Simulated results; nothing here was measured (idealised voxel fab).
Process module name: voxel quadruple lines
The cross-section shown here is cut; it is 220 nm wide and divided into square cells measuring 5 nm on a side.
In this document a cross-section is written as a grid of square cells. It is given as a series of bands, listed from the top down, and a band is one or more rows of cells.
It is stipulated that each band's entry specify, in nanometres, the height of the top of the band and then that of its bottom, followed by the materials of the band in left-to-right sequence, each together with its width in nanometres. A single material marked by the word "everywhere" is understood to fill the band from edge to edge; the word "empty" is understood to denote empty space.
Heads up on the height convention: 0 is the point under which the incoming wafer is all one material, and the lowest band has no bottom, it just keeps going down, like "0 down".
So if you see something like "30 to 40" for the width, read it as the top row of the band sitting at the first number and the bottom row at the second, with every row in between moving by the same amount as the last.
"everything unchanged" means the step left every cell of the cross-section as it was.
The list in "Internal closed voids" covers empty spaces of 8 cells or more that cannot reach the top through any open way, and it gives each as width x height at distance; the distance is from the left edge, and width, height and distance are in nm.
Past the settings on a step's line: simulator remark, on that step.
You can add "overlay nm" to a step's line. For a step with a mask, it describes how far the mask lay to the right of its planned position, and a negative number describes a lay to the left.
Intended process steps:
1,op RECEIVE | material Si
2,op CONFORMAL_DEP | material SiO2 | thk nm 5
3,op DIRECTIONAL_DEP | material W | thk nm 15
4,op DIRECTIONAL_DEP | material polySi | thk nm 20
5,op DIRECTIONAL_DEP | material aC | thk nm 20
6,op PATTERN | tone cover | mask id MANDREL | material resist | width nm 25 | thk nm 30 | overlay nm 0
7,op DIRECTIONAL_ETCH | etch materials aC | depth nm 20
8,op STRIP | etch materials resist
9,op CONFORMAL_DEP | material SiO2 | thk nm 15
10,op DIRECTIONAL_ETCH | etch materials SiO2 | depth nm 15
11,op STRIP | etch materials aC
12,op DIRECTIONAL_ETCH | etch materials polySi | depth nm 20
13,op STRIP | etch materials SiO2
14,op CONFORMAL_DEP | material SiCN | thk nm 5
15,op DIRECTIONAL_ETCH | etch materials SiCN | depth nm 5
16,op STRIP | etch materials polySi
17,op DIRECTIONAL_ETCH | etch materials W | depth nm 15
18,op STRIP | etch materials SiCN
19,op FILL_DEP | material lowk | thk nm 10
20,op CMP | height nm 20
First of two wafers, processed according to plan:
Wafer as received: cross-section following step 1:
	0 down | Si everywhere
	Internal closed voids: none
State of the wafer after step 2, shown in cross-section:
	5 to 0 | SiO2 everywhere
	Everything under 0 stays put, no change at all.
State of the wafer after step 3, shown in cross-section:
	20 to 5 | W everywhere
	Everything under 5 stays put, no change at all.
State of the wafer after step 4, shown in cross-section:
	40 to 20 | polySi everywhere
	Everything under 20 stays put, no change at all.
State of the wafer after step 5, shown in cross-section:
	60 to 40 | aC everywhere
	Everything under 40 stays put, no change at all.
State of the wafer after step 6, shown in cross-section:
	90 to 60 | empty (95), then resist (25), then empty (100)
	Everything under 60 stays put, no change at all.
State of the wafer after step 7, shown in cross-section:
	70 to 60 | empty (95), then resist (25), then empty (100)
	60 to 40 | empty (95), then aC (25), then empty (100)
	Everything under 40 stays put, no change at all.
State of the wafer after step 8, shown in cross-section:
	60 to 40 | empty (95), then aC (25), then empty (100)
	Everything under 40 stays put, no change at all.
State of the wafer after step 9, shown in cross-section:
	75 to 60 | empty (80), then SiO2 (55), then empty (85)
	60 to 55 | empty (80), then SiO2 (15), then aC (25), then SiO2 (15), then empty (85)
	55 to 40 | SiO2 (95), then aC (25), then SiO2 (100)
	Everything under 40 stays put, no change at all.
State of the wafer after step 10, shown in cross-section:
	60 to 40 | empty (80), then SiO2 (15), then aC (25), then SiO2 (15), then empty (85)
	Everything under 40 stays put, no change at all.
State of the wafer after step 11, shown in cross-section:
	60 to 40 | empty (80), then SiO2 (15), then empty (25), then SiO2 (15), then empty (85)
	Everything under 40 stays put, no change at all.
State of the wafer after step 12, shown in cross-section:
	60 to 40 | empty (80), then SiO2 (15), then empty (25), then SiO2 (15), then empty (85)
	40 to 20 | empty (80), then polySi (15), then empty (25), then polySi (15), then empty (85)
	Everything under 20 stays put, no change at all.
State of the wafer after step 13, shown in cross-section:
	40 to 20 | empty (80), then polySi (15), then empty (25), then polySi (15), then empty (85)
	Everything under 20 stays put, no change at all.
State of the wafer after step 14, shown in cross-section:
	45 to 40 | empty (75), then SiCN (25), then empty (15), then SiCN (25), then empty (80)
	40 to 25 | empty (75), then SiCN (5), then polySi (15), then SiCN (5), then empty (15), then SiCN (5), then polySi (15), then SiCN (5), then empty (80)
	25 to 20 | SiCN (80), then polySi (15), then SiCN (25), then polySi (15), then SiCN (85)
	Everything under 20 stays put, no change at all.
State of the wafer after step 15, shown in cross-section:
	40 to 20 | empty (75), then SiCN (5), then polySi (15), then SiCN (5), then empty (15), then SiCN (5), then polySi (15), then SiCN (5), then empty (80)
	Everything under 20 stays put, no change at all.
State of the wafer after step 16, shown in cross-section:
	40 to 20 | empty (75), then SiCN (5), then empty (15), then SiCN (5), then empty (15), then SiCN (5), then empty (15), then SiCN (5), then empty (80)
	Everything under 20 stays put, no change at all.
State of the wafer after step 17, shown in cross-section:
	40 to 20 | empty (75), then SiCN (5), then empty (15), then SiCN (5), then empty (15), then SiCN (5), then empty (15), then SiCN (5), then empty (80)
	20 to 5 | empty (75), then W (5), then empty (15), then W (5), then empty (15), then W (5), then empty (15), then W (5), then empty (80)
	Everything under 5 stays put, no change at all.
State of the wafer after step 18, shown in cross-section:
	20 to 5 | empty (75), then W (5), then empty (15), then W (5), then empty (15), then W (5), then empty (15), then W (5), then empty (80)
	Everything under 5 stays put, no change at all.
State of the wafer after step 19, shown in cross-section:
	30 to 20 | lowk everywhere
	20 to 5 | lowk (75), then W (5), then lowk (15), then W (5), then lowk (15), then W (5), then lowk (15), then W (5), then lowk (80)
	Everything under 5 stays put, no change at all.
State of the wafer after step 20, shown in cross-section:
	20 to 5 | lowk (75), then W (5), then lowk (15), then W (5), then lowk (15), then W (5), then lowk (15), then W (5), then lowk (80)
	Everything under 5 stays put, no change at all.
The second wafer was prepared from the same starting point and under the same plan as the first; its processing contained one mistake, and it remains indistinguishable from the first wafer up to and including step 5:
when step 6 should have ended:
	90 to 60 | empty (100), then resist (20), then empty (100)
	Everything under 60 stays put, no change at all.
when step 7 should have ended:
	70 to 60 | empty (100), then resist (20), then empty (100)
	60 to 40 | empty (100), then aC (20), then empty (100)
	Everything under 40 stays put, no change at all.
when step 8 should have ended:
	60 to 40 | empty (100), then aC (20), then empty (100)
	Everything under 40 stays put, no change at all.
when step 9 should have ended:
	75 to 60 | empty (85), then SiO2 (50), then empty (85)
	60 to 55 | empty (85), then SiO2 (15), then aC (20), then SiO2 (15), then empty (85)
	55 to 40 | SiO2 (100), then aC (20), then SiO2 (100)
	Everything under 40 stays put, no change at all.
when step 10 should have ended:
	60 to 40 | empty (85), then SiO2 (15), then aC (20), then SiO2 (15), then empty (85)
	Everything under 40 stays put, no change at all.
when step 11 should have ended:
	60 to 40 | empty (85), then SiO2 (15), then empty (20), then SiO2 (15), then empty (85)
	Everything under 40 stays put, no change at all.
when step 12 should have ended:
	60 to 40 | empty (85), then SiO2 (15), then empty (20), then SiO2 (15), then empty (85)
	40 to 20 | empty (85), then polySi (15), then empty (20), then polySi (15), then empty (85)
	Everything under 20 stays put, no change at all.
when step 13 should have ended:
	40 to 20 | empty (85), then polySi (15), then empty (20), then polySi (15), then empty (85)
	Everything under 20 stays put, no change at all.
when step 14 should have ended:
	45 to 40 | empty (80), then SiCN (25), then empty (10), then SiCN (25), then empty (80)
	40 to 25 | empty (80), then SiCN (5), then polySi (15), then SiCN (5), then empty (10), then SiCN (5), then polySi (15), then SiCN (5), then empty (80)
	25 to 20 | SiCN (85), then polySi (15), then SiCN (20), then polySi (15), then SiCN (85)
	Everything under 20 stays put, no change at all.
when step 15 should have ended:
	40 to 20 | empty (80), then SiCN (5), then polySi (15), then SiCN (5), then empty (10), then SiCN (5), then polySi (15), then SiCN (5), then empty (80)
	Everything under 20 stays put, no change at all.
when step 16 should have ended:
	40 to 20 | empty (80), then SiCN (5), then empty (15), then SiCN (5), then empty (10), then SiCN (5), then empty (15), then SiCN (5), then empty (80)
	Everything under 20 stays put, no change at all.
when step 17 should have ended:
	40 to 20 | empty (80), then SiCN (5), then empty (15), then SiCN (5), then empty (10), then SiCN (5), then empty (15), then SiCN (5), then empty (80)
	20 to 5 | empty (80), then W (5), then empty (15), then W (5), then empty (10), then W (5), then empty (15), then W (5), then empty (80)
	Everything under 5 stays put, no change at all.
when step 18 should have ended:
	20 to 5 | empty (80), then W (5), then empty (15), then W (5), then empty (10), then W (5), then empty (15), then W (5), then empty (80)
	Everything under 5 stays put, no change at all.
when step 19 should have ended:
	30 to 20 | lowk everywhere
	20 to 5 | lowk (80), then W (5), then lowk (15), then W (5), then lowk (10), then W (5), then lowk (15), then W (5), then lowk (80)
	Everything under 5 stays put, no change at all.
when step 20 should have ended:
	20 to 5 | lowk (80), then W (5), then lowk (15), then W (5), then lowk (10), then W (5), then lowk (15), then W (5), then lowk (80)
	Everything under 5 stays put, no change at all.
Deviation noted in wafer processing: for step 6, the planned setting was not used; the step was instead run as op PATTERN | tone cover | mask id MANDREL | material resist | width nm 20 | thk nm 30 | overlay nm 0
Comparing end states, the material composition by cell count is preserved from the first wafer to the second, while the locations of the cells are not.
